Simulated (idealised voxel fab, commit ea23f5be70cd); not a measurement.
This is a process module. Its name is voxel self aligned contacts.
In the cross-section labelled cut, the width is 225 nm and each square cell is 5 nm.
Throughout this document, each cross-section is represented as a grid of square cells and is presented as a sequence of bands enumerated from the top downward, where a band comprises one or more rows of cells. Top, bottom (nm), then materials left to right with widths (nm); lone material tagged "all across" fills the whole band edge to edge; "air" = empty space. Ref level 0: as-received wafer is one material below here. Bottom band extends down with no lower bound ("0 -> down"). A width such as "30 to 40" changes by the same amount from each row of cells to the next, from the band's top row to its bottom row. No cell of the cross-section changed in a step that is given as "stayed the same". "Fully sealed cavities": empty spaces of 8 cells or more with no open way to the top, each given as width x height at distance, distance from the left edge, all in nm. If you see something after the settings on a step's line, that's the simulator's own remark about that step. Among the settings permitted on a step's line is "overlay nm"; applied to a step with a mask, it specifies the extent to which the mask lay to the right of its planned position, whereas a negative figure signifies a position to the left. How should the pairs below be read? Each gives the cross-section before one process step and the cross-section after it, the latter drawn only to the lowest band that changed; the step that lies between them, with its settings, appears under the pair. Does a pair pick up where the pair above left off? Only where its entry headed "Pre-step cross-section" says so, since pairs can come from different runs of this module on the same starting wafer.
Pre-step cross-section
- 75 -> 65 | SiN all across
- 65 -> 60 | 95 of TiN, then 35 of SiN, then 95 of TiN
- 60 -> 55 | 90 of SiO2, then 15 of TiN, then 15 of SiN, then 15 of TiN, then 90 of SiO2
- 55 -> 35 | 65 of SiO2, then 35 of SiN, then 5 of TiN, then 15 of SiN, then 5 of TiN, then 35 of SiN, then 65 of SiO2
- 35 -> 5 | 65 of SiO2, then 5 of SiN, then 25 of polySi, then 5 of SiN, then 5 of TiN, then 15 of SiN, then 5 of TiN, then 5 of SiN, then 25 of polySi, then 5 of SiN, then 65 of SiO2
- 5 -> 0 | 100 of SiO2, then 25 of TiN, then 100 of SiO2
- 0 -> down | Si all across
- Fully sealed cavities: none
Sectional View, Post-Process
- 60 -> 55 | 90 of SiO2, then 15 of TiN, then 15 of SiN, then 15 of TiN, then 90 of SiO2
- below 55: unchanged
- Fully sealed cavities: none
Process step bridging the above cross-sections: CMP, height nm 60
Pre-step cross-section: no separate figure, the pair right above already shows it after its step.
Sectional View, Post-Process
- 65 -> 60 | SiCN all across
- below 60: unchanged
- Fully sealed cavities: none
Process step bridging the above cross-sections: CONFORMAL_DEP, material SiCN, thk nm 5
Pre-step cross-section
- 60 -> 55 | SiO2 all across
- 55 -> 35 | 65 of SiO2, then 35 of SiN, then 25 of SiO2, then 35 of SiN, then 65 of SiO2
- 35 -> 5 | 65 of SiO2, then 5 of SiN, then 25 of polySi, then 5 of SiN, then 25 of SiO2, then 5 of SiN, then 25 of polySi, then 5 of SiN, then 65 of SiO2
- 5 -> 0 | SiO2 all across
- 0 -> down | Si all across
- Fully sealed cavities: none
Sectional View, Post-Process
- 60 -> 55 | 90 of air, then 45 of SiO2, then 90 of air
- 55 -> 35 | 65 of air, then 35 of SiN, then 25 of SiO2, then 35 of SiN, then 65 of air
- 35 -> 5 | 65 of air, then 5 of SiN, then 25 of polySi, then 5 of SiN, then 25 of SiO2, then 5 of SiN, then 25 of polySi, then 5 of SiN, then 65 of air
- 5 -> 0 | 65 of air, then 95 of SiO2, then 65 of air
- below 0: unchanged
- Fully sealed cavities: none
Process step bridging the above cross-sections: MASKED_ETCH, tone cover, mask id CONTACT, width nm 45, etch materials SiO2, depth nm 60, overlay nm 0
Pre-step cross-section: no separate figure, the pair right above already shows it after its step.
Sectional View, Post-Process
- 65 -> 60 | 85 of air, then 55 of TiN, then 85 of air
- 60 -> 55 | 60 of air, then 30 of TiN, then 45 of SiO2, then 30 of TiN, then 60 of air
- 55 -> 35 | 60 of air, then 5 of TiN, then 35 of SiN, then 25 of SiO2, then 35 of SiN, then 5 of TiN, then 60 of air
- 35 -> 5 | 60 of air, then 5 of TiN, then 5 of SiN, then 25 of polySi, then 5 of SiN, then 25 of SiO2, then 5 of SiN, then 25 of polySi, then 5 of SiN, then 5 of TiN, then 60 of air
- 5 -> 0 | 65 of TiN, then 95 of SiO2, then 65 of TiN
- below 0: unchanged
- Fully sealed cavities: none
Process step bridging the above cross-sections: CONFORMAL_DEP, material TiN, thk nm 5
Pre-step cross-section: no separate figure, the pair right above already shows it after its step.
Sectional View, Post-Process
- 75 -> 65 | Ru all across
- 65 -> 60 | 85 of Ru, then 55 of TiN, then 85 of Ru
- 60 -> 55 | 60 of Ru, then 30 of TiN, then 45 of SiO2, then 30 of TiN, then 60 of Ru
- 55 -> 35 | 60 of Ru, then 5 of TiN, then 35 of SiN, then 25 of SiO2, then 35 of SiN, then 5 of TiN, then 60 of Ru
- 35 -> 5 | 60 of Ru, then 5 of TiN, then 5 of SiN, then 25 of polySi, then 5 of SiN, then 25 of SiO2, then 5 of SiN, then 25 of polySi, then 5 of SiN, then 5 of TiN, then 60 of Ru
- below 5: unchanged
- Fully sealed cavities: none
Process step bridging the above cross-sections: FILL_DEP, material Ru, thk nm 10
Pre-step cross-section: no separate figure, the pair right above already shows it after its step.
Sectional View, Post-Process
- 60 -> 55 | 60 of Ru, then 30 of TiN, then 45 of SiO2, then 30 of TiN, then 60 of Ru
- below 55: unchanged
- Fully sealed cavities: none
Process step bridging the above cross-sections: CMP, height nm 60
Pre-step cross-section: no separate figure, the pair right above already shows it after its step.
Sectional View, Post-Process
- 65 -> 60 | SiCN all across
- below 60: unchanged
- Fully sealed cavities: none
Process step bridging the above cross-sections: CONFORMAL_DEP, material SiCN, thk nm 5
